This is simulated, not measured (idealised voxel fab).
The following process module bears the name voxel ribs on slabs.
The figure presents cross-section cut, which has a width of 275 nm and is divided into square cells with an edge length of 5 nm.
For the purposes of this document, a cross-section shall be understood as a grid of square cells, specified as bands listed in top-to-bottom order, each band consisting of one or more rows of cells. Read a band's entry like this: the first values are the height of its top and the height of its bottom in nm, and what follows is the sequence of materials from left to right, each with its width in nm. Note that "blank" is empty space, and that a single material marked "all across" reaches across the band from edge to edge. Height is counted from the level 0, under which the received wafer is composed throughout of one material. The lowest of the bands is not closed at the bottom but continues downward, in the notation "top 0, no bottom". A two-number width, for instance "30->40", indicates that the width is equal to the first number in the top row of the band and to the second number in the bottom row, and that it changes by a constant amount per row of cells. Reading "nothing got changed" for a step: not a cell of the cross-section changed in it. "Closed void table" - sealed voids, min. 8 cells, no opening to top; format: width x height at distance (distance from left edge; nm throughout). Past the settings on a step's line: simulator remark, on that step. On any step carrying a mask, the "overlay nm" setting, if present on the step's line, tells how far right of its planned place the mask lay; negative values point to the left. Structure of the following material. The material consists of pairs of cross-sections. Each pair comprises the cross-section before one process step and the cross-section after that step, the latter shown only down to the lowest band that changed. The step between the cross-sections is specified beneath each pair, including its settings. Pairs are not necessarily consecutive: they may derive from different runs of this module performed on the same starting wafer. Continuity with the pair above is to be assumed only where the entry headed "Prior to step" of the pair in question states it.

# Prior to step
top 0, no bottom = Si all across
Closed void table: none

# As Processed
top 25, bottom 0 = SiO2 all across
Whatever lies below 0 is exactly as it was before.
Closed void table: none
In between the before and after cross-sections above, the step is DIRECTIONAL_DEP (material SiO2; thk nm 25)

Prior to step: it's just the after picture from the pair right above this one.

# As Processed
top 40, bottom 25 = SiN all across
Whatever lies below 25 is exactly as it was before.
Closed void table: none
In between the before and after cross-sections above, the step is DIRECTIONAL_DEP (material SiN; thk nm 15)

Prior to step: it's just the after picture from the pair right above this one.

# As Processed
top 40, bottom 30 = 130 blank  15 SiN  130 blank
Whatever lies below 30 is exactly as it was before.
Closed void table: none
In between the before and after cross-sections above, the step is MASKED_ETCH (tone cover; mask id RIB; width nm 15; etch materials SiN; depth nm 10; overlay nm 0)

Prior to step: it's just the after picture from the pair right above this one.

# As Processed
top 60, bottom 40 = 110 blank  55 resist  110 blank
top 40, bottom 30 = 110 blank  20 resist  15 SiN  20 resist  110 blank
Whatever lies below 30 is exactly as it was before.
Closed void table: none
In between the before and after cross-sections above, the step is PATTERN (tone cover; mask id SLAB; material resist; width nm 55; thk nm 20; overlay nm 0)

Prior to step: it's just the after picture from the pair right above this one.

# As Processed
top 60, bottom 40 = 110 blank  55 resist  110 blank
top 40, bottom 30 = 110 blank  20 resist  15 SiN  20 resist  110 blank
top 30, bottom 25 = 110 blank  55 SiN  110 blank
Whatever lies below 25 is exactly as it was before.
Closed void table: none
In between the before and after cross-sections above, the step is DIRECTIONAL_ETCH (etch materials SiN; depth nm 5)

Prior to step: it's just the after picture from the pair right above this one.

# As Processed
top 40, bottom 30 = 130 blank  15 SiN  130 blank
Whatever lies below 30 is exactly as it was before.
Closed void table: none
In between the before and after cross-sections above, the step is STRIP (etch materials resist)

Prior to step: it's just the after picture from the pair right above this one.

# As Processed
top 55, bottom 40 = SiO2 all across
top 40, bottom 30 = 130 SiO2  15 SiN  130 SiO2
top 30, bottom 25 = 110 SiO2  55 SiN  110 SiO2
Whatever lies below 25 is exactly as it was before.
Closed void table: none
In between the before and after cross-sections above, the step is FILL_DEP (material SiO2; thk nm 15)

Prior to step: it's just the after picture from the pair right above this one.

# As Processed
top 50, bottom 40 = SiO2 all across
Whatever lies below 40 is exactly as it was before.
Closed void table: none
In between the before and after cross-sections above, the step is CMP (height nm 50)

Prior to step: it's just the after picture from the pair right above this one.

# As Processed
top 60, bottom 50 = TiN all across
Whatever lies below 50 is exactly as it was before.
Closed void table: none
In between the before and after cross-sections above, the step is DIRECTIONAL_DEP (material TiN; thk nm 10)

Prior to step: it's just the after picture from the pair right above this one.

# As Processed
top 75, bottom 60 = 125 blank  25 resist  125 blank
Whatever lies below 60 is exactly as it was before.
Closed void table: none
In between the before and after cross-sections above, the step is PATTERN (tone cover; mask id HEATER; material resist; width nm 25; thk nm 15; overlay nm 0)

Prior to step: it's just the after picture from the pair right above this one.

# As Processed
top 75, bottom 60 = 125 blank  25 resist  125 blank
top 60, bottom 50 = 125 blank  25 TiN  125 blank
Whatever lies below 50 is exactly as it was before.
Closed void table: none
In between the before and after cross-sections above, the step is DIRECTIONAL_ETCH (etch materials TiN; depth nm 10)

Prior to step: it's just the after picture from the pair right above this one.

# As Processed
top 60, bottom 50 = 125 blank  25 TiN  125 blank
Whatever lies below 50 is exactly as it was before.
Closed void table: none
In between the before and after cross-sections above, the step is STRIP (etch materials resist)

Prior to step: it's just the after picture from the pair right above this one.

# As Processed
top 65, bottom 60 = 120 blank  35 SiN  120 blank
top 60, bottom 55 = 120 blank  5 SiN  25 TiN  5 SiN  120 blank
top 55, bottom 50 = 125 SiN  25 TiN  125 SiN
Whatever lies below 50 is exactly as it was before.
Closed void table: none
In between the before and after cross-sections above, the step is CONFORMAL_DEP (material SiN; thk nm 5)

# Prior to step
top 40, bottom 25 = SiN all across
top 25, bottom 0 = SiO2 all across
top 0, no bottom = Si all across
Closed void table: none

# As Processed
top 55, bottom 25 = SiN all across
Whatever lies below 25 is exactly as it was before.
Closed void table: none
In between the before and after cross-sections above, the step is DIRECTIONAL_DEP (material SiN; thk nm 15)

Prior to step: it's just the after picture from the pair right above this one.

# As Processed
top 55, bottom 45 = 130 blank  15 SiN  130 blank
Whatever lies below 45 is exactly as it was before.
Closed void table: none
In between the before and after cross-sections above, the step is MASKED_ETCH (tone cover; mask id RIB; width nm 15; etch materials SiN; depth nm 10; overlay nm 0)

Prior to step: it's just the after picture from the pair right above this one.

# As Processed
top 75, bottom 55 = 110 blank  55 resist  110 blank
top 55, bottom 45 = 110 blank  20 resist  15 SiN  20 resist  110 blank
Whatever lies below 45 is exactly as it was before.
Closed void table: none
In between the before and after cross-sections above, the step is PATTERN (tone cover; mask id SLAB; material resist; width nm 55; thk nm 20; overlay nm 0)

Prior to step: it's just the after picture from the pair right above this one.

# As Processed
top 75, bottom 55 = 110 blank  55 resist  110 blank
top 55, bottom 45 = 110 blank  20 resist  15 SiN  20 resist  110 blank
top 45, bottom 40 = 110 blank  55 SiN  110 blank
Whatever lies below 40 is exactly as it was before.
Closed void table: none
In between the before and after cross-sections above, the step is DIRECTIONAL_ETCH (etch materials SiN; depth nm 5)

Prior to step: it's just the after picture from the pair right above this one.

# As Processed
top 55, bottom 45 = 130 blank  15 SiN  130 blank
Whatever lies below 45 is exactly as it was before.
Closed void table: none
In between the before and after cross-sections above, the step is STRIP (etch materials resist)

Prior to step: it's just the after picture from the pair right above this one.

# As Processed
top 70, bottom 55 = SiO2 all across
top 55, bottom 45 = 130 SiO2  15 SiN  130 SiO2
top 45, bottom 40 = 110 SiO2  55 SiN  110 SiO2
Whatever lies below 40 is exactly as it was before.
Closed void table: none
In between the before and after cross-sections above, the step is FILL_DEP (material SiO2; thk nm 15)

Prior to step: it's just the after picture from the pair right above this one.

# As Processed
top 50, bottom 40 = 130->110 SiO2  15->55 SiN  130->110 SiO2
Whatever lies below 40 is exactly as it was before.
Closed void table: none
In between the before and after cross-sections above, the step is CMP (height nm 50)

Prior to step: it's just the after picture from the pair right above this one.

# As Processed
top 60, bottom 50 = TiN all across
Whatever lies below 50 is exactly as it was before.
Closed void table: none
In between the before and after cross-sections above, the step is DIRECTIONAL_DEP (material TiN; thk nm 10)

Prior to step: it's just the after picture from the pair right above this one.

# As Processed
top 75, bottom 60 = 125 blank  25 resist  125 blank
Whatever lies below 60 is exactly as it was before.
Closed void table: none
In between the before and after cross-sections above, the step is PATTERN (tone cover; mask id HEATER; material resist; width nm 25; thk nm 15; overlay nm 0)

Prior to step: it's just the after picture from the pair right above this one.

# As Processed
top 75, bottom 60 = 125 blank  25 resist  125 blank
top 60, bottom 50 = 125 blank  25 TiN  125 blank
Whatever lies below 50 is exactly as it was before.
Closed void table: none
In between the before and after cross-sections above, the step is DIRECTIONAL_ETCH (etch materials TiN; depth nm 10)

Prior to step: it's just the after picture from the pair right above this one.

# As Processed
top 60, bottom 50 = 125 blank  25 TiN  125 blank
Whatever lies below 50 is exactly as it was before.
Closed void table: none
In between the before and after cross-sections above, the step is STRIP (etch materials resist)

Prior to step: it's just the after picture from the pair right above this one.

# As Processed
top 65, bottom 60 = 120 blank  35 SiN  120 blank
top 60, bottom 55 = 120 blank  5 SiN  25 TiN  5 SiN  120 blank
top 55, bottom 50 = 125 SiN  25 TiN  125 SiN
Whatever lies below 50 is exactly as it was before.
Closed void table: none
In between the before and after cross-sections above, the step is CONFORMAL_DEP (material SiN; thk nm 5)

# Prior to step
top 0, no bottom = Si all across
Closed void table: none

# As Processed
top 15, bottom 0 = SiN all across
Whatever lies below 0 is exactly as it was before.
Closed void table: none
In between the before and after cross-sections above, the step is DIRECTIONAL_DEP (material SiN; thk nm 15)

Prior to step: it's just the after picture from the pair right above this one.

# As Processed
top 40, bottom 15 = SiO2 all across
Whatever lies below 15 is exactly as it was before.
Closed void table: none
In between the before and after cross-sections above, the step is DIRECTIONAL_DEP (material SiO2; thk nm 25)

Prior to step: it's just the after picture from the pair right above this one.

# As Processed
top 60, bottom 40 = 110 blank  55 resist  110 blank
Whatever lies below 40 is exactly as it was before.
Closed void table: none
In between the before and after cross-sections above, the step is PATTERN (tone cover; mask id SLAB; material resist; width nm 55; thk nm 20; overlay nm 0)

Prior to step: it's just the after picture from the pair right above this one.

# As Processed
top 40, bottom 15 = SiO2 all across
Whatever lies below 15 is exactly as it was before.
Closed void table: none
In between the before and after cross-sections above, the step is STRIP (etch materials resist)

Prior to step: it's just the after picture from the pair right above this one.

# As Processed
top 55, bottom 15 = SiO2 all across
Whatever lies below 15 is exactly as it was before.
Closed void table: none
In between the before and after cross-sections above, the step is FILL_DEP (material SiO2; thk nm 15)

Prior to step: it's just the after picture from the pair right above this one.

# As Processed
top 50, bottom 15 = SiO2 all across
Whatever lies below 15 is exactly as it was before.
Closed void table: none
In between the before and after cross-sections above, the step is CMP (height nm 50)

Prior to step: it's just the after picture from the pair right above this one.

# As Processed
top 60, bottom 50 = TiN all across
Whatever lies below 50 is exactly as it was before.
Closed void table: none
In between the before and after cross-sections above, the step is DIRECTIONAL_DEP (material TiN; thk nm 10)

Prior to step: it's just the after picture from the pair right above this one.

# As Processed
top 75, bottom 60 = 125 blank  25 resist  125 blank
Whatever lies below 60 is exactly as it was before.
Closed void table: none
In between the before and after cross-sections above, the step is PATTERN (tone cover; mask id HEATER; material resist; width nm 25; thk nm 15; overlay nm 0)

Prior to step: it's just the after picture from the pair right above this one.

# As Processed
top 75, bottom 60 = 125 blank  25 resist  125 blank
top 60, bottom 50 = 125 blank  25 TiN  125 blank
Whatever lies below 50 is exactly as it was before.
Closed void table: none
In between the before and after cross-sections above, the step is DIRECTIONAL_ETCH (etch materials TiN; depth nm 10)

Prior to step: it's just the after picture from the pair right above this one.

# As Processed
top 60, bottom 50 = 125 blank  25 TiN  125 blank
Whatever lies below 50 is exactly as it was before.
Closed void table: none
In between the before and after cross-sections above, the step is STRIP (etch materials resist)

Prior to step: it's just the after picture from the pair right above this one.

# As Processed
top 65, bottom 60 = 120 blank  35 SiN  120 blank
top 60, bottom 55 = 120 blank  5 SiN  25 TiN  5 SiN  120 blank
top 55, bottom 50 = 125 SiN  25 TiN  125 SiN
Whatever lies below 50 is exactly as it was before.
Closed void table: none
In between the before and after cross-sections above, the step is CONFORMAL_DEP (material SiN; thk nm 5)

# Prior to step
top 0, no bottom = Si all across
Closed void table: none

# As Processed
top 30, bottom 0 = SiO2 all across
Whatever lies below 0 is exactly as it was before.
Closed void table: none
In between the before and after cross-sections above, the step is DIRECTIONAL_DEP (material SiO2; thk nm 30)

Prior to step: it's just the after picture from the pair right above this one.

# As Processed
top 45, bottom 30 = SiN all across
Whatever lies below 30 is exactly as it was before.
Closed void table: none
In between the before and after cross-sections above, the step is DIRECTIONAL_DEP (material SiN; thk nm 15)

Prior to step: it's just the after picture from the pair right above this one.

# As Processed
top 45, bottom 35 = 130 blank  15 SiN  130 blank
Whatever lies below 35 is exactly as it was before.
Closed void table: none
In between the before and after cross-sections above, the step is MASKED_ETCH (tone cover; mask id RIB; width nm 15; etch materials SiN; depth nm 10; overlay nm 0)

Prior to step: it's just the after picture from the pair right above this one.

# As Processed
top 65, bottom 45 = 110 blank  55 resist  110 blank
top 45, bottom 35 = 110 blank  20 resist  15 SiN  20 resist  110 blank
Whatever lies below 35 is exactly as it was before.
Closed void table: none
In between the before and after cross-sections above, the step is PATTERN (tone cover; mask id SLAB; material resist; width nm 55; thk nm 20; overlay nm 0)

Prior to step: it's just the after picture from the pair right above this one.

# As Processed
top 65, bottom 45 = 110 blank  55 resist  110 blank
top 45, bottom 35 = 110 blank  20 resist  15 SiN  20 resist  110 blank
top 35, bottom 30 = 110 blank  55 SiN  110 blank
Whatever lies below 30 is exactly as it was before.
Closed void table: none
In between the before and after cross-sections above, the step is DIRECTIONAL_ETCH (etch materials SiN; depth nm 5)

Prior to step: it's just the after picture from the pair right above this one.

# As Processed
top 45, bottom 35 = 130 blank  15 SiN  130 blank
Whatever lies below 35 is exactly as it was before.
Closed void table: none
In between the before and after cross-sections above, the step is STRIP (etch materials resist)

Prior to step: it's just the after picture from the pair right above this one.

# As Processed
top 60, bottom 45 = SiO2 all across
top 45, bottom 35 = 130 SiO2  15 SiN  130 SiO2
top 35, bottom 30 = 110 SiO2  55 SiN  110 SiO2
Whatever lies below 30 is exactly as it was before.
Closed void table: none
In between the before and after cross-sections above, the step is FILL_DEP (material SiO2; thk nm 15)

Prior to step: it's just the after picture from the pair right above this one.

# As Processed
top 50, bottom 45 = SiO2 all across
Whatever lies below 45 is exactly as it was before.
Closed void table: none
In between the before and after cross-sections above, the step is CMP (height nm 50)

Prior to step: it's just the after picture from the pair right above this one.

# As Processed
top 60, bottom 50 = TiN all across
Whatever lies below 50 is exactly as it was before.
Closed void table: none
In between the before and after cross-sections above, the step is DIRECTIONAL_DEP (material TiN; thk nm 10)

Prior to step: it's just the after picture from the pair right above this one.

# As Processed
top 75, bottom 60 = 125 blank  25 resist  125 blank
Whatever lies below 60 is exactly as it was before.
Closed void table: none
In between the before and after cross-sections above, the step is PATTERN (tone cover; mask id HEATER; material resist; width nm 25; thk nm 15; overlay nm 0)

Prior to step: it's just the after picture from the pair right above this one.

# As Processed
top 75, bottom 60 = 125 blank  25 resist  125 blank
top 60, bottom 50 = 125 blank  25 TiN  125 blank
Whatever lies below 50 is exactly as it was before.
Closed void table: none
In between the before and after cross-sections above, the step is DIRECTIONAL_ETCH (etch materials TiN; depth nm 10)

Prior to step: it's just the after picture from the pair right above this one.

# As Processed
top 60, bottom 50 = 125 blank  25 TiN  125 blank
Whatever lies below 50 is exactly as it was before.
Closed void table: none
In between the before and after cross-sections above, the step is STRIP (etch materials resist)

Prior to step: it's just the after picture from the pair right above this one.

# As Processed
top 65, bottom 60 = 120 blank  35 SiN  120 blank
top 60, bottom 55 = 120 blank  5 SiN  25 TiN  5 SiN  120 blank
top 55, bottom 50 = 125 SiN  25 TiN  125 SiN
Whatever lies below 50 is exactly as it was before.
Closed void table: none
In between the before and after cross-sections above, the step is CONFORMAL_DEP (material SiN; thk nm 5)

# Prior to step
top 40, bottom 25 = SiN all across
top 25, bottom 0 = SiO2 all across
top 0, no bottom = Si all across
Closed void table: none

# As Processed
top 40, bottom 30 = 130 blank  20 SiN  125 blank
Whatever lies below 30 is exactly as it was before.
Closed void table: none
In between the before and after cross-sections above, the step is MASKED_ETCH (tone cover; mask id RIB; width nm 20; etch materials SiN; depth nm 10; overlay nm 0)

Prior to step: it's just the after picture from the pair right above this one.

# As Processed
top 60, bottom 40 = 110 blank  55 resist  110 blank
top 40, bottom 30 = 110 blank  20 resist  20 SiN  15 resist  110 blank
Whatever lies below 30 is exactly as it was before.
Closed void table: none
In between the before and after cross-sections above, the step is PATTERN (tone cover; mask id SLAB; material resist; width nm 55; thk nm 20; overlay nm 0)

Prior to step: it's just the after picture from the pair right above this one.

# As Processed
top 60, bottom 40 = 110 blank  55 resist  110 blank
top 40, bottom 30 = 110 blank  20 resist  20 SiN  15 resist  110 blank
top 30, bottom 25 = 110 blank  55 SiN  110 blank
Whatever lies below 25 is exactly as it was before.
Closed void table: none
In between the before and after cross-sections above, the step is DIRECTIONAL_ETCH (etch materials SiN; depth nm 5)

Prior to step: it's just the after picture from the pair right above this one.

# As Processed
top 40, bottom 30 = 130 blank  20 SiN  125 blank
Whatever lies below 30 is exactly as it was before.
Closed void table: none
In between the before and after cross-sections above, the step is STRIP (etch materials resist)

Prior to step: it's just the after picture from the pair right above this one.

# As Processed
top 55, bottom 40 = SiO2 all across
top 40, bottom 30 = 130 SiO2  20 SiN  125 SiO2
top 30, bottom 25 = 110 SiO2  55 SiN  110 SiO2
Whatever lies below 25 is exactly as it was before.
Closed void table: none
In between the before and after cross-sections above, the step is FILL_DEP (material SiO2; thk nm 15)

Prior to step: it's just the after picture from the pair right above this one.

# As Processed
top 50, bottom 40 = SiO2 all across
Whatever lies below 40 is exactly as it was before.
Closed void table: none
In between the before and after cross-sections above, the step is CMP (height nm 50)

Prior to step: it's just the after picture from the pair right above this one.

# As Processed
top 60, bottom 50 = TiN all across
Whatever lies below 50 is exactly as it was before.
Closed void table: none
In between the before and after cross-sections above, the step is DIRECTIONAL_DEP (material TiN; thk nm 10)

Prior to step: it's just the after picture from the pair right above this one.

# As Processed
top 75, bottom 60 = 125 blank  25 resist  125 blank
Whatever lies below 60 is exactly as it was before.
Closed void table: none
In between the before and after cross-sections above, the step is PATTERN (tone cover; mask id HEATER; material resist; width nm 25; thk nm 15; overlay nm 0)

Prior to step: it's just the after picture from the pair right above this one.

# As Processed
top 75, bottom 60 = 125 blank  25 resist  125 blank
top 60, bottom 50 = 125 blank  25 TiN  125 blank
Whatever lies below 50 is exactly as it was before.
Closed void table: none
In between the before and after cross-sections above, the step is DIRECTIONAL_ETCH (etch materials TiN; depth nm 10)

Prior to step: it's just the after picture from the pair right above this one.

# As Processed
top 60, bottom 50 = 125 blank  25 TiN  125 blank
Whatever lies below 50 is exactly as it was before.
Closed void table: none
In between the before and after cross-sections above, the step is STRIP (etch materials resist)

Prior to step: it's just the after picture from the pair right above this one.

# As Processed
top 65, bottom 60 = 120 blank  35 SiN  120 blank
top 60, bottom 55 = 120 blank  5 SiN  25 TiN  5 SiN  120 blank
top 55, bottom 50 = 125 SiN  25 TiN  125 SiN
Whatever lies below 50 is exactly as it was before.
Closed void table: none
In between the before and after cross-sections above, the step is CONFORMAL_DEP (material SiN; thk nm 5)

# Prior to step
top 60, bottom 50 = TiN all across
top 50, bottom 40 = SiO2 all across
top 40, bottom 30 = 130 SiO2  15 SiN  130 SiO2
top 30, bottom 25 = 110 SiO2  55 SiN  110 SiO2
top 25, bottom 0 = SiO2 all across
top 0, no bottom = Si all across
Closed void table: none

# As Processed
top 75, bottom 60 = 120 blank  25 resist  130 blank
Whatever lies below 60 is exactly as it was before.
Closed void table: none
In between the before and after cross-sections above, the step is PATTERN (tone cover; mask id HEATER; material resist; width nm 25; thk nm 15; overlay nm -5)

Prior to step: it's just the after picture from the pair right above this one.

# As Processed
top 75, bottom 60 = 120 blank  25 resist  130 blank
top 60, bottom 50 = 120 blank  25 TiN  130 blank
Whatever lies below 50 is exactly as it was before.
Closed void table: none
In between the before and after cross-sections above, the step is DIRECTIONAL_ETCH (etch materials TiN; depth nm 10)

Prior to step: it's just the after picture from the pair right above this one.

# As Processed
top 60, bottom 50 = 120 blank  25 TiN  130 blank
Whatever lies below 50 is exactly as it was before.
Closed void table: none
In between the before and after cross-sections above, the step is STRIP (etch materials resist)

Prior to step: it's just the after picture from the pair right above this one.

# As Processed
top 65, bottom 60 = 115 blank  35 SiN  125 blank
top 60, bottom 55 = 115 blank  5 SiN  25 TiN  5 SiN  125 blank
top 55, bottom 50 = 120 SiN  25 TiN  130 SiN
Whatever lies below 50 is exactly as it was before.
Closed void table: none
In between the before and after cross-sections above, the step is CONFORMAL_DEP (material SiN; thk nm 5)

# Prior to step
top 40, bottom 30 = 130 blank  15 SiN  130 blank
top 30, bottom 25 = 110 blank  55 SiN  110 blank
top 25, bottom 0 = SiO2 all across
top 0, no bottom = Si all across
Closed void table: none

# As Processed
top 55, bottom 25 = SiN all across
Whatever lies below 25 is exactly as it was before.
Closed void table: none
In between the before and after cross-sections above, the step is FILL_DEP (material SiN; thk nm 15)

Prior to step: it's just the after picture from the pair right above this one.

# As Processed
top 50, bottom 25 = SiN all across
Whatever lies below 25 is exactly as it was before.
Closed void table: none
In between the before and after cross-sections above, the step is CMP (height nm 50)

Prior to step: it's just the after picture from the pair right above this one.

# As Processed
top 60, bottom 50 = TiN all across
Whatever lies below 50 is exactly as it was before.
Closed void table: none
In between the before and after cross-sections above, the step is DIRECTIONAL_DEP (material TiN; thk nm 10)

Prior to step: it's just the after picture from the pair right above this one.

# As Processed
top 75, bottom 60 = 125 blank  25 resist  125 blank
Whatever lies below 60 is exactly as it was before.
Closed void table: none
In between the before and after cross-sections above, the step is PATTERN (tone cover; mask id HEATER; material resist; width nm 25; thk nm 15; overlay nm 0)

Prior to step: it's just the after picture from the pair right above this one.

# As Processed
top 75, bottom 60 = 125 blank  25 resist  125 blank
top 60, bottom 50 = 125 blank  25 TiN  125 blank
Whatever lies below 50 is exactly as it was before.
Closed void table: none
In between the before and after cross-sections above, the step is DIRECTIONAL_ETCH (etch materials TiN; depth nm 10)

Prior to step: it's just the after picture from the pair right above this one.

# As Processed
top 60, bottom 50 = 125 blank  25 TiN  125 blank
Whatever lies below 50 is exactly as it was before.
Closed void table: none
In between the before and after cross-sections above, the step is STRIP (etch materials resist)

Prior to step: it's just the after picture from the pair right above this one.

# As Processed
top 65, bottom 60 = 120 blank  35 SiN  120 blank
top 60, bottom 55 = 120 blank  5 SiN  25 TiN  5 SiN  120 blank
top 55, bottom 50 = 125 SiN  25 TiN  125 SiN
Whatever lies below 50 is exactly as it was before.
Closed void table: none
In between the before and after cross-sections above, the step is CONFORMAL_DEP (material SiN; thk nm 5)

# Prior to step
top 60, bottom 50 = TiN all across
top 50, bottom 40 = SiO2 all across
top 40, bottom 30 = 130 SiO2  15 SiN  130 SiO2
top 30, bottom 25 = 110 SiO2  55 SiN  110 SiO2
top 25, bottom 0 = SiO2 all across
top 0, no bottom = Si all across
Closed void table: none

# As Processed
top 75, bottom 60 = 125 resist  25 blank  125 resist
Whatever lies below 60 is exactly as it was before.
Closed void table: none
In between the before and after cross-sections above, the step is PATTERN (tone open; mask id HEATER; material resist; width nm 25; thk nm 15; overlay nm 0)

Prior to step: it's just the after picture from the pair right above this one.

# As Processed
top 75, bottom 60 = 125 resist  25 blank  125 resist
top 60, bottom 50 = 125 TiN  25 blank  125 TiN
Whatever lies below 50 is exactly as it was before.
Closed void table: none
In between the before and after cross-sections above, the step is DIRECTIONAL_ETCH (etch materials TiN; depth nm 10)

Prior to step: it's just the after picture from the pair right above this one.

# As Processed
top 60, bottom 50 = 125 TiN  25 blank  125 TiN
Whatever lies below 50 is exactly as it was before.
Closed void table: none
In between the before and after cross-sections above, the step is STRIP (etch materials resist)

Prior to step: it's just the after picture from the pair right above this one.

# As Processed
top 65, bottom 60 = 130 SiN  15 blank  130 SiN
top 60, bottom 55 = 125 TiN  5 SiN  15 blank  5 SiN  125 TiN
top 55, bottom 50 = 125 TiN  25 SiN  125 TiN
Whatever lies below 50 is exactly as it was before.
Closed void table: none
In between the before and after cross-sections above, the step is CONFORMAL_DEP (material SiN; thk nm 5)
